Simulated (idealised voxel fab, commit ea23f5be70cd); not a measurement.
process module | voxel plated lines
cross-section cut | 215 nm wide | cells 5 nm
A cross-section is a grid of square cells, given in bands from the top down. A band is one or more rows of cells.
Each band's line starts with the height of the band's top and of its bottom, in nm. Then come its materials from left to right, each with its width in nm. One material with "throughout" fills the band from edge to edge. "air" is empty space.
Height 0 is the level under which the wafer as received is all one material. The lowest band goes on downwards, as in "0 down".
A width such as "30 to 40" changes by the same amount from each row of cells to the next, from the band's top row to its bottom row.
"no change" after a step means that no cell of the cross-section changed.
closed voids: empty space of 8 cells or more with no open way to the top, each as width x height at its distance from the left edge, in nm
after a step's settings: what the simulator itself notes on the step
overlay nm, on a step with a mask: how far to the right of its planned place the mask lay; to the left if negative
plan
1 op RECEIVE | material Si
2 op CONFORMAL_DEP | material SiO2 | thk nm 5
3 op DIRECTIONAL_DEP | material TiN | thk nm 5
4 op PATTERN | tone open | mask id LINES | material resist | width nm 30 | pitch nm 60 | thk nm 35 | overlay nm 0
5 op EPI | material Ru | thk nm 10
6 op EPI | material Ru | thk nm 5
7 op EPI | material Ru | thk nm 10
8 op STRIP | etch materials resist
9 op DIRECTIONAL_ETCH | etch materials TiN | depth nm 5
10 op CONFORMAL_DEP | material SiCN | thk nm 5
as received, after step 1
  0 down: Si throughout
  closed voids: none
a wafer at the end: this start, this plan, one mistake
  35 to 30: air 55 | SiCN 40 | air 20 | SiCN 40 | air 60
  30 to 5: air 55 | SiCN 5 | Ru 30 | SiCN 5 | air 20 | SiCN 5 | Ru 30 | SiCN 5 | air 60
  5 to 0: SiCN 60 | TiN 30 | SiCN 30 | TiN 30 | SiCN 65
  0 down: Si throughout
  closed voids: none
what went wrong: step 2 was left out
